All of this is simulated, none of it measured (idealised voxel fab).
process module | voxel transistor to metal
cross-section cut | 155 nm wide | cells 5 nm
A cross-section is a grid of square cells, given in bands from the top down. A band is one or more rows of cells.
Each band's line starts with the height of the band's top and of its bottom, in nm. Then come its materials from left to right, each with its width in nm. One material with "throughout" fills the band from edge to edge. "air" is empty space.
Height 0 is the level under which the wafer as received is all one material. The lowest band goes on downwards, as in "0 down".
A width such as "30 to 40" changes by the same amount from each row of cells to the next, from the band's top row to its bottom row.
"no change" after a step means that no cell of the cross-section changed.
closed voids: empty space of 8 cells or more with no open way to the top, each as width x height at its distance from the left edge, in nm
after a step's settings: what the simulator itself notes on the step
overlay nm, on a step with a mask: how far to the right of its planned place the mask lay; to the left if negative
plan
1 op RECEIVE | material Si
2 op OXIDIZE | depth nm 5
3 op CONFORMAL_DEP | material SiN | thk nm 15
4 op DIRECTIONAL_DEP | material aC | thk nm 15
5 op PATTERN | tone cover | mask id ACTIVE | material resist | width nm 120 | thk nm 30 | overlay nm 0
6 op DIRECTIONAL_ETCH | etch materials aC | depth nm 15
7 op STRIP | etch materials resist
8 op DIRECTIONAL_ETCH | etch materials SiN | depth nm 15
9 op DIRECTIONAL_ETCH | etch materials SiO2 | depth nm 5
10 op DIRECTIONAL_ETCH | etch materials Si | depth nm 35
11 op STRIP | etch materials aC
12 op FILL_DEP | material SiO2 | thk nm 15
13 op CMP | height nm 15
14 op SELECTIVE_ETCH | etch materials SiO2 | depth nm 5
15 op STRIP | etch materials SiN
16 op SELECTIVE_ETCH | etch materials SiO2 | depth nm 5
17 op OXIDIZE | depth nm 5
18 op DIRECTIONAL_DEP | material polySi | thk nm 20
19 op DIRECTIONAL_DEP | material SiCN | thk nm 10
20 op MASKED_ETCH | tone cover | mask id GATE | width nm 30 | etch materials SiCN | depth nm 20 | overlay nm 0
21 op MASKED_ETCH | tone cover | mask id GATE | width nm 30 | etch materials polySi | depth nm 30 | overlay nm 0
22 op CONFORMAL_DEP | material SiO2 | thk nm 5
23 op DIRECTIONAL_ETCH | etch materials SiO2 | depth nm 5
24 op CONFORMAL_DEP | material SiN | thk nm 10
25 op DIRECTIONAL_ETCH | etch materials SiN | depth nm 10
26 op DIRECTIONAL_ETCH | etch materials SiO2 | depth nm 5
27 op DIRECTIONAL_ETCH | etch materials Si | depth nm 15
28 op EPI | material SiGe | thk nm 15
29 op FILL_DEP | material SiO2 | thk nm 10
30 op CMP | height nm 15
31 op STRIP | etch materials polySi
32 op SELECTIVE_ETCH | etch materials SiO2 | depth nm 5
33 op CONFORMAL_DEP | material HfO2 | thk nm 5
34 op CONFORMAL_DEP | material TiN | thk nm 5
35 op FILL_DEP | material W | thk nm 10
36 op CMP | height nm 10
37 op DIRECTIONAL_DEP | material SiO2 | thk nm 15
38 op DIRECTIONAL_DEP | material aC | thk nm 15
39 op PATTERN | tone open | mask id CONTACT | material resist | width nm 20 | pitch nm 80 | thk nm 30 | overlay nm 0
40 op DIRECTIONAL_ETCH | etch materials aC | depth nm 15
41 op STRIP | etch materials resist
42 op DIRECTIONAL_ETCH | etch materials SiO2 | depth nm 20
43 op STRIP | etch materials aC
44 op CONFORMAL_DEP | material TiN | thk nm 5
45 op FILL_DEP | material W | thk nm 5
46 op CMP | height nm 25
47 op DIRECTIONAL_DEP | material TiN | thk nm 5
48 op DIRECTIONAL_DEP | material W | thk nm 15
49 op MASKED_ETCH | tone cover | mask id METAL_1 | width nm 20 | pitch nm 80 | etch materials W | depth nm 15 | overlay nm 0
50 op MASKED_ETCH | tone cover | mask id METAL_1 | width nm 20 | pitch nm 80 | etch materials TiN | depth nm 5 | overlay nm 0
51 op FILL_DEP | material SiO2 | thk nm 5
52 op CMP | height nm 45
53 op CONFORMAL_DEP | material SiCN | thk nm 5
first wafer, as planned
as received, after step 1
  0 down: Si throughout
  closed voids: none
after step 2
  0 to -5: SiO2 throughout
  below -5: unchanged
after step 3
  15 to 0: SiN throughout
  below 0: unchanged
after step 4
  30 to 15: aC throughout
  below 15: unchanged
after step 5
  60 to 30: air 15 | resist 120 | air 20
  below 30: unchanged
after step 6
  45 to 30: air 15 | resist 120 | air 20
  30 to 15: air 15 | aC 120 | air 20
  below 15: unchanged
after step 7
  30 to 15: air 15 | aC 120 | air 20
  below 15: unchanged
after step 8
  30 to 15: air 15 | aC 120 | air 20
  15 to 0: air 15 | SiN 120 | air 20
  below 0: unchanged
after step 9
  30 to 15: air 15 | aC 120 | air 20
  15 to 0: air 15 | SiN 120 | air 20
  0 to -5: air 15 | SiO2 120 | air 20
  below -5: unchanged
after step 10
  30 to 15: air 15 | aC 120 | air 20
  15 to 0: air 15 | SiN 120 | air 20
  0 to -5: air 15 | SiO2 120 | air 20
  -5 to -40: air 15 | Si 120 | air 20
  below -40: unchanged
after step 11
  15 to 0: air 15 | SiN 120 | air 20
  below 0: unchanged
after step 12
  30 to 15: SiO2 throughout
  15 to 0: SiO2 15 | SiN 120 | SiO2 20
  0 to -5: SiO2 throughout
  -5 to -40: SiO2 15 | Si 120 | SiO2 20
  below -40: unchanged
after step 13
  15 to 0: SiO2 15 | SiN 120 | SiO2 20
  below 0: unchanged
after step 14
  15 to 10: air 15 | SiN 120 | air 20
  below 10: unchanged
after step 15
  10 to 0: SiO2 15 | air 120 | SiO2 20
  below 0: unchanged
after step 16
  5 to -5: SiO2 10 | air 130 | SiO2 15
  below -5: unchanged
after step 17
  5 to -5: SiO2 10 | air 130 | SiO2 15
  -5 to -10: SiO2 throughout
  below -10: unchanged
after step 18
  25 to 15: polySi 10 | air 130 | polySi 15
  15 to 5: polySi throughout
  5 to -5: SiO2 10 | polySi 130 | SiO2 15
  below -5: unchanged
after step 19
  35 to 25: SiCN 10 | air 130 | SiCN 15
  25 to 15: polySi 10 | SiCN 130 | polySi 15
  below 15: unchanged
after step 20
  25 to 15: polySi 10 | air 50 | SiCN 30 | air 50 | polySi 15
  below 15: unchanged
after step 21
  25 to 15: air 60 | SiCN 30 | air 65
  15 to 5: air 60 | polySi 30 | air 65
  5 to -5: SiO2 10 | air 50 | polySi 30 | air 50 | SiO2 15
  below -5: unchanged
after step 22
  30 to 25: air 55 | SiO2 40 | air 60
  25 to 15: air 55 | SiO2 5 | SiCN 30 | SiO2 5 | air 60
  15 to 10: air 55 | SiO2 5 | polySi 30 | SiO2 5 | air 60
  10 to 0: SiO2 15 | air 40 | SiO2 5 | polySi 30 | SiO2 5 | air 40 | SiO2 20
  0 to -5: SiO2 60 | polySi 30 | SiO2 65
  below -5: unchanged
after step 23
  25 to 15: air 55 | SiO2 5 | SiCN 30 | SiO2 5 | air 60
  15 to 5: air 55 | SiO2 5 | polySi 30 | SiO2 5 | air 60
  5 to -5: SiO2 15 | air 40 | SiO2 5 | polySi 30 | SiO2 5 | air 40 | SiO2 20
  below -5: unchanged
after step 24
  35 to 25: air 45 | SiN 60 | air 50
  25 to 15: air 45 | SiN 10 | SiO2 5 | SiCN 30 | SiO2 5 | SiN 10 | air 50
  15 to 5: SiN 25 | air 20 | SiN 10 | SiO2 5 | polySi 30 | SiO2 5 | SiN 10 | air 20 | SiN 30
  5 to -5: SiO2 15 | SiN 40 | SiO2 5 | polySi 30 | SiO2 5 | SiN 40 | SiO2 20
  below -5: unchanged
after step 25
  25 to 15: air 45 | SiN 10 | SiO2 5 | SiCN 30 | SiO2 5 | SiN 10 | air 50
  15 to 5: air 45 | SiN 10 | SiO2 5 | polySi 30 | SiO2 5 | SiN 10 | air 50
  5 to -5: SiO2 15 | SiN 10 | air 20 | SiN 10 | SiO2 5 | polySi 30 | SiO2 5 | SiN 10 | air 20 | SiN 10 | SiO2 20
  below -5: unchanged
after step 26
  25 to 20: air 45 | SiN 10 | air 5 | SiCN 30 | air 5 | SiN 10 | air 50
  20 to 15: air 45 | SiN 10 | SiO2 5 | SiCN 30 | SiO2 5 | SiN 10 | air 50
  15 to 5: air 45 | SiN 10 | SiO2 5 | polySi 30 | SiO2 5 | SiN 10 | air 50
  5 to 0: air 15 | SiN 10 | air 20 | SiN 10 | SiO2 5 | polySi 30 | SiO2 5 | SiN 10 | air 20 | SiN 10 | air 20
  0 to -5: SiO2 15 | SiN 10 | air 20 | SiN 10 | SiO2 5 | polySi 30 | SiO2 5 | SiN 10 | air 20 | SiN 10 | SiO2 20
  -5 to -10: SiO2 25 | air 20 | SiO2 60 | air 20 | SiO2 30
  below -10: unchanged
after step 27
  25 to 20: air 45 | SiN 10 | air 5 | SiCN 30 | air 5 | SiN 10 | air 50
  20 to 15: air 45 | SiN 10 | SiO2 5 | SiCN 30 | SiO2 5 | SiN 10 | air 50
  15 to 5: air 45 | SiN 10 | SiO2 5 | polySi 30 | SiO2 5 | SiN 10 | air 50
  5 to 0: air 15 | SiN 10 | air 20 | SiN 10 | SiO2 5 | polySi 30 | SiO2 5 | SiN 10 | air 20 | SiN 10 | air 20
  0 to -5: SiO2 15 | SiN 10 | air 20 | SiN 10 | SiO2 5 | polySi 30 | SiO2 5 | SiN 10 | air 20 | SiN 10 | SiO2 20
  -5 to -10: SiO2 25 | air 20 | SiO2 60 | air 20 | SiO2 30
  -10 to -25: SiO2 15 | Si 10 | air 20 | Si 60 | air 20 | Si 10 | SiO2 20
  below -25: unchanged
after step 28
  25 to 20: air 45 | SiN 10 | air 5 | SiCN 30 | air 5 | SiN 10 | air 50
  20 to 15: air 45 | SiN 10 | SiO2 5 | SiCN 30 | SiO2 5 | SiN 10 | air 50
  15 to 5: air 45 | SiN 10 | SiO2 5 | polySi 30 | SiO2 5 | SiN 10 | air 50
  5 to 0: air 15 | SiN 10 | SiGe 20 | SiN 10 | SiO2 5 | polySi 30 | SiO2 5 | SiN 10 | SiGe 20 | SiN 10 | air 20
  0 to -5: SiO2 15 | SiN 10 | SiGe 20 | SiN 10 | SiO2 5 | polySi 30 | SiO2 5 | SiN 10 | SiGe 20 | SiN 10 | SiO2 20
  -5 to -10: SiO2 25 | SiGe 20 | SiO2 60 | SiGe 20 | SiO2 30
  -10 to -25: SiO2 15 | Si 10 | SiGe 20 | Si 60 | SiGe 20 | Si 10 | SiO2 20
  below -25: unchanged
after step 29
  35 to 25: SiO2 throughout
  25 to 15: SiO2 45 | SiN 10 | SiO2 5 | SiCN 30 | SiO2 5 | SiN 10 | SiO2 50
  15 to 5: SiO2 45 | SiN 10 | SiO2 5 | polySi 30 | SiO2 5 | SiN 10 | SiO2 50
  5 to -5: SiO2 15 | SiN 10 | SiGe 20 | SiN 10 | SiO2 5 | polySi 30 | SiO2 5 | SiN 10 | SiGe 20 | SiN 10 | SiO2 20
  below -5: unchanged
after step 30
  15 to 5: SiO2 45 | SiN 10 | SiO2 5 | polySi 30 | SiO2 5 | SiN 10 | SiO2 50
  below 5: unchanged
after step 31
  15 to 5: SiO2 45 | SiN 10 | SiO2 5 | air 30 | SiO2 5 | SiN 10 | SiO2 50
  5 to -5: SiO2 15 | SiN 10 | SiGe 20 | SiN 10 | SiO2 5 | air 30 | SiO2 5 | SiN 10 | SiGe 20 | SiN 10 | SiO2 20
  below -5: unchanged
after step 32
  15 to 10: air 45 | SiN 10 | air 40 | SiN 10 | air 50
  10 to 5: SiO2 45 | SiN 10 | air 40 | SiN 10 | SiO2 50
  5 to -5: SiO2 15 | SiN 10 | SiGe 20 | SiN 10 | air 40 | SiN 10 | SiGe 20 | SiN 10 | SiO2 20
  -5 to -10: SiO2 25 | SiGe 20 | SiO2 10 | air 40 | SiO2 10 | SiGe 20 | SiO2 30
  below -10: unchanged
after step 33
  20 to 15: air 40 | HfO2 20 | air 30 | HfO2 20 | air 45
  15 to 10: HfO2 45 | SiN 10 | HfO2 5 | air 30 | HfO2 5 | SiN 10 | HfO2 50
  10 to 5: SiO2 45 | SiN 10 | HfO2 5 | air 30 | HfO2 5 | SiN 10 | SiO2 50
  5 to -5: SiO2 15 | SiN 10 | SiGe 20 | SiN 10 | HfO2 5 | air 30 | HfO2 5 | SiN 10 | SiGe 20 | SiN 10 | SiO2 20
  -5 to -10: SiO2 25 | SiGe 20 | SiO2 10 | HfO2 40 | SiO2 10 | SiGe 20 | SiO2 30
  below -10: unchanged
after step 34
  25 to 20: air 35 | TiN 30 | air 20 | TiN 30 | air 40
  20 to 15: TiN 40 | HfO2 20 | TiN 5 | air 20 | TiN 5 | HfO2 20 | TiN 45
  15 to 10: HfO2 45 | SiN 10 | HfO2 5 | TiN 5 | air 20 | TiN 5 | HfO2 5 | SiN 10 | HfO2 50
  10 to 5: SiO2 45 | SiN 10 | HfO2 5 | TiN 5 | air 20 | TiN 5 | HfO2 5 | SiN 10 | SiO2 50
  5 to 0: SiO2 15 | SiN 10 | SiGe 20 | SiN 10 | HfO2 5 | TiN 5 | air 20 | TiN 5 | HfO2 5 | SiN 10 | SiGe 20 | SiN 10 | SiO2 20
  0 to -5: SiO2 15 | SiN 10 | SiGe 20 | SiN 10 | HfO2 5 | TiN 30 | HfO2 5 | SiN 10 | SiGe 20 | SiN 10 | SiO2 20
  below -5: unchanged
after step 35
  35 to 25: W throughout
  25 to 20: W 35 | TiN 30 | W 20 | TiN 30 | W 40
  20 to 15: TiN 40 | HfO2 20 | TiN 5 | W 20 | TiN 5 | HfO2 20 | TiN 45
  15 to 10: HfO2 45 | SiN 10 | HfO2 5 | TiN 5 | W 20 | TiN 5 | HfO2 5 | SiN 10 | HfO2 50
  10 to 5: SiO2 45 | SiN 10 | HfO2 5 | TiN 5 | W 20 | TiN 5 | HfO2 5 | SiN 10 | SiO2 50
  5 to 0: SiO2 15 | SiN 10 | SiGe 20 | SiN 10 | HfO2 5 | TiN 5 | W 20 | TiN 5 | HfO2 5 | SiN 10 | SiGe 20 | SiN 10 | SiO2 20
  below 0: unchanged
after step 36
  10 to 5: SiO2 45 | SiN 10 | HfO2 5 | TiN 5 | W 20 | TiN 5 | HfO2 5 | SiN 10 | SiO2 50
  below 5: unchanged
after step 37
  25 to 10: SiO2 throughout
  below 10: unchanged
after step 38
  40 to 25: aC throughout
  below 25: unchanged
after step 39
  70 to 40: resist 25 | air 20 | resist 60 | air 20 | resist 30
  below 40: unchanged
after step 40
  55 to 40: resist 25 | air 20 | resist 60 | air 20 | resist 30
  40 to 25: aC 25 | air 20 | aC 60 | air 20 | aC 30
  below 25: unchanged
after step 41
  40 to 25: aC 25 | air 20 | aC 60 | air 20 | aC 30
  below 25: unchanged
after step 42
  40 to 25: aC 25 | air 20 | aC 60 | air 20 | aC 30
  25 to 10: SiO2 25 | air 20 | SiO2 60 | air 20 | SiO2 30
  10 to 5: SiO2 25 | air 20 | SiN 10 | HfO2 5 | TiN 5 | W 20 | TiN 5 | HfO2 5 | SiN 10 | air 20 | SiO2 30
  below 5: unchanged
after step 43
  25 to 10: SiO2 25 | air 20 | SiO2 60 | air 20 | SiO2 30
  below 10: unchanged
after step 44
  30 to 25: TiN 30 | air 10 | TiN 70 | air 10 | TiN 35
  25 to 10: SiO2 25 | TiN 5 | air 10 | TiN 5 | SiO2 60 | TiN 5 | air 10 | TiN 5 | SiO2 30
  10 to 5: SiO2 25 | TiN 20 | SiN 10 | HfO2 5 | TiN 5 | W 20 | TiN 5 | HfO2 5 | SiN 10 | TiN 20 | SiO2 30
  below 5: unchanged
after step 45
  35 to 30: W throughout
  30 to 25: TiN 30 | W 10 | TiN 70 | W 10 | TiN 35
  25 to 10: SiO2 25 | TiN 5 | W 10 | TiN 5 | SiO2 60 | TiN 5 | W 10 | TiN 5 | SiO2 30
  below 10: unchanged
after step 46
  25 to 10: SiO2 25 | TiN 5 | W 10 | TiN 5 | SiO2 60 | TiN 5 | W 10 | TiN 5 | SiO2 30
  below 10: unchanged
after step 47
  30 to 25: TiN throughout
  below 25: unchanged
after step 48
  45 to 30: W throughout
  below 30: unchanged
after step 49
  45 to 30: air 25 | W 20 | air 60 | W 20 | air 30
  below 30: unchanged
after step 50
  45 to 30: air 25 | W 20 | air 60 | W 20 | air 30
  30 to 25: air 25 | TiN 20 | air 60 | TiN 20 | air 30
  below 25: unchanged
after step 51
  50 to 45: SiO2 throughout
  45 to 30: SiO2 25 | W 20 | SiO2 60 | W 20 | SiO2 30
  30 to 25: SiO2 25 | TiN 20 | SiO2 60 | TiN 20 | SiO2 30
  below 25: unchanged
after step 52
  45 to 30: SiO2 25 | W 20 | SiO2 60 | W 20 | SiO2 30
  below 30: unchanged
after step 53
  50 to 45: SiCN throughout
  below 45: unchanged
second wafer: like start, like plan, one mistake. Through step 38 it matches the first wafer
when step 39 should have ended
  70 to 40: air 25 | resist 20 | air 60 | resist 20 | air 30
  below 40: unchanged
when step 40 should have ended
  55 to 40: air 25 | resist 20 | air 60 | resist 20 | air 30
  40 to 25: air 25 | aC 20 | air 60 | aC 20 | air 30
  below 25: unchanged
when step 41 should have ended
  40 to 25: air 25 | aC 20 | air 60 | aC 20 | air 30
  below 25: unchanged
when step 42 should have ended
  40 to 25: air 25 | aC 20 | air 60 | aC 20 | air 30
  25 to 10: air 25 | SiO2 20 | air 60 | SiO2 20 | air 30
  10 to 5: air 25 | SiO2 20 | SiN 10 | HfO2 5 | TiN 5 | W 20 | TiN 5 | HfO2 5 | SiN 10 | SiO2 20 | air 30
  below 5: unchanged
when step 43 should have ended
  25 to 10: air 25 | SiO2 20 | air 60 | SiO2 20 | air 30
  below 10: unchanged
when step 44 should have ended
  30 to 25: air 20 | TiN 30 | air 50 | TiN 30 | air 25
  25 to 15: air 20 | TiN 5 | SiO2 20 | TiN 5 | air 50 | TiN 5 | SiO2 20 | TiN 5 | air 25
  15 to 10: air 20 | TiN 5 | SiO2 20 | TiN 60 | SiO2 20 | TiN 5 | air 25
  10 to 5: TiN 25 | SiO2 20 | SiN 10 | HfO2 5 | TiN 5 | W 20 | TiN 5 | HfO2 5 | SiN 10 | SiO2 20 | TiN 30
  below 5: unchanged
when step 45 should have ended
  35 to 30: W throughout
  30 to 25: W 20 | TiN 30 | W 50 | TiN 30 | W 25
  25 to 15: W 20 | TiN 5 | SiO2 20 | TiN 5 | W 50 | TiN 5 | SiO2 20 | TiN 5 | W 25
  15 to 10: W 20 | TiN 5 | SiO2 20 | TiN 60 | SiO2 20 | TiN 5 | W 25
  below 10: unchanged
when step 46 should have ended
  25 to 15: W 20 | TiN 5 | SiO2 20 | TiN 5 | W 50 | TiN 5 | SiO2 20 | TiN 5 | W 25
  below 15: unchanged
when step 47 should have ended
  30 to 25: TiN throughout
  below 25: unchanged
when step 48 should have ended
  45 to 30: W throughout
  below 30: unchanged
when step 49 should have ended
  45 to 30: air 25 | W 20 | air 60 | W 20 | air 30
  below 30: unchanged
when step 50 should have ended
  45 to 30: air 25 | W 20 | air 60 | W 20 | air 30
  30 to 25: air 25 | TiN 20 | air 60 | TiN 20 | air 30
  below 25: unchanged
when step 51 should have ended
  50 to 45: SiO2 throughout
  45 to 30: SiO2 25 | W 20 | SiO2 60 | W 20 | SiO2 30
  30 to 25: SiO2 25 | TiN 20 | SiO2 60 | TiN 20 | SiO2 30
  below 25: unchanged
when step 52 should have ended
  45 to 30: SiO2 25 | W 20 | SiO2 60 | W 20 | SiO2 30
  below 30: unchanged
when step 53 should have ended
  50 to 45: SiCN throughout
  below 45: unchanged
what went wrong: step 39 ran as: op PATTERN | tone cover | mask id CONTACT | material resist | width nm 20 | pitch nm 80 | thk nm 30 | overlay nm 0
at the end the second wafer has, in cells: 48 fewer of SiO2 | 13 more of TiN | 35 more of W
